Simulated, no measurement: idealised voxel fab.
A process module follows: voxel transistor to metal.
cross-section cut | 295 nm wide | cells 5 nm
Cross-sections here: square-cell grids, written as top-down lists of bands, a band being one or more rows of cells. Band: top and bottom heights (nm) first, top before bottom; then materials from left to right, widths in nm. "edge to edge" marks a sole material filling the band edge to edge. "air" denotes empty space. Convention: height 0 is the level below which the wafer, as received, is all one material. The lowest band does not terminate at the bottom but continues downward, represented as "0 and below". Read "30->40" as a graded width: first number on top, second number at the bottom, same change between each pair of neighbouring rows. Key: "left unchanged" - step with no changed cell in the cross-section. Listed in "Catalogued sealed voids": every empty space of 8 or more cells without an open way to the top. Form: width x height at distance, the distance being from the left edge, all in nm. Step line, after settings: the simulator's comment on this step. The line of a step may include "overlay nm". On a step with a mask, this value is how far to the right of its planned place the mask lay. A negative value means the mask lay to the left.
Set out below are the planned steps of the process:
| 1 | RECEIVE,material Si |
| 2 | CONFORMAL_DEP,material SiO2,thk nm 5 |
| 3 | CONFORMAL_DEP,material SiN,thk nm 10 |
| 4 | DIRECTIONAL_DEP,material aC,thk nm 10 |
| 5 | PATTERN,tone cover,mask id ACTIVE,material resist,width nm 95,pitch nm 120,thk nm 25,overlay nm 0 |
| 6 | DIRECTIONAL_ETCH,etch materials aC,depth nm 10 |
| 7 | STRIP,etch materials resist |
| 8 | DIRECTIONAL_ETCH,etch materials SiN,depth nm 5 |
| 9 | DIRECTIONAL_ETCH,etch materials SiO2,depth nm 5 |
| 10 | DIRECTIONAL_ETCH,etch materials Si,depth nm 30 |
| 11 | STRIP,etch materials aC |
| 12 | FILL_DEP,material SiO2,thk nm 10 |
| 13 | CMP,height nm 15 |
| 14 | SELECTIVE_ETCH,etch materials SiO2,depth nm 5 |
| 15 | STRIP,etch materials SiN |
| 16 | SELECTIVE_ETCH,etch materials SiO2,depth nm 5 |
| 17 | OXIDIZE,depth nm 5 |
| 18 | DIRECTIONAL_DEP,material polySi,thk nm 20 |
| 19 | DIRECTIONAL_DEP,material SiCN,thk nm 10 |
| 20 | MASKED_ETCH,tone cover,mask id GATE,width nm 25,pitch nm 120,etch materials SiCN,depth nm 20,overlay nm 0 |
| 21 | MASKED_ETCH,tone cover,mask id GATE,width nm 25,pitch nm 120,etch materials polySi,depth nm 30,overlay nm 0 |
| 22 | CONFORMAL_DEP,material SiO2,thk nm 5 |
| 23 | DIRECTIONAL_ETCH,etch materials SiO2,depth nm 5 |
| 24 | CONFORMAL_DEP,material SiN,thk nm 5 |
| 25 | DIRECTIONAL_ETCH,etch materials SiN,depth nm 5 |
| 26 | DIRECTIONAL_ETCH,etch materials SiO2,depth nm 5 |
| 27 | DIRECTIONAL_ETCH,etch materials Si,depth nm 15 |
| 28 | EPI,material nSi,thk nm 15 |
| 29 | FILL_DEP,material SiO2,thk nm 10 |
| 30 | CMP,height nm 20 |
| 31 | STRIP,etch materials polySi |
| 32 | SELECTIVE_ETCH,etch materials SiO2,depth nm 5 |
| 33 | CONFORMAL_DEP,material HfO2,thk nm 5 |
| 34 | CONFORMAL_DEP,material TiN,thk nm 5 |
| 35 | FILL_DEP,material W,thk nm 5 |
| 36 | CMP,height nm 15 |
| 37 | DIRECTIONAL_DEP,material SiO2,thk nm 10 |
| 38 | MASKED_ETCH,tone open,mask id CONTACT,width nm 15,etch materials SiO2,depth nm 15,overlay nm 0 |
| 39 | CONFORMAL_DEP,material TiN,thk nm 5 |
| 40 | FILL_DEP,material Ru,thk nm 10 |
| 41 | CMP,height nm 25 |
| 42 | DIRECTIONAL_DEP,material TiN,thk nm 5 |
| 43 | DIRECTIONAL_DEP,material Ru,thk nm 20 |
| 44 | DIRECTIONAL_DEP,material aC,thk nm 10 |
| 45 | PATTERN,tone cover,mask id METAL_1,material resist,width nm 15,thk nm 30,overlay nm 0 |
| 46 | DIRECTIONAL_ETCH,etch materials aC,depth nm 10 |
| 47 | STRIP,etch materials resist |
| 48 | DIRECTIONAL_ETCH,etch materials Ru,depth nm 20 |
| 49 | DIRECTIONAL_ETCH,etch materials TiN,depth nm 5 |
| 50 | STRIP,etch materials aC |
| 51 | CONFORMAL_DEP,material SiCN,thk nm 5 |
| 52 | FILL_DEP,material SiO2,thk nm 10 |
| 53 | CMP,height nm 50 |
| 54 | CONFORMAL_DEP,material SiCN,thk nm 5 |
What sets these wafers apart? The depth nm at step 8. They all start alike, and the plan carries the first wafer's value.
Cut through the first of several wafers as received, post step 1:
- 0 and below | Si edge to edge
- Catalogued sealed voids: none
Each row below is a wafer at the end of the module, listing for every material the number of cells it has gained (+) or lost (-) since it was received, followed by its closed voids:
depth nm 5; +26 HfO2; +56 Ru; -182 Si; +138 SiCN; +12 SiN; +370 SiO2; +58 TiN; +12 W; +159 nSi; Catalogued sealed voids: none
depth nm 10; +26 HfO2; +56 Ru; -212 Si; +138 SiCN; +16 SiN; +455 SiO2; +58 TiN; +12 W; +100 nSi; Catalogued sealed voids: none
depth nm 15; +26 HfO2; +56 Ru; -212 Si; +138 SiCN; +16 SiN; +455 SiO2; +58 TiN; +12 W; +100 nSi; Catalogued sealed voids: none
depth nm 20; +26 HfO2; +56 Ru; -212 Si; +138 SiCN; +16 SiN; +455 SiO2; +58 TiN; +12 W; +100 nSi; Catalogued sealed voids: none
depth nm 25; +26 HfO2; +56 Ru; -212 Si; +138 SiCN; +16 SiN; +455 SiO2; +58 TiN; +12 W; +100 nSi; Catalogued sealed voids: none
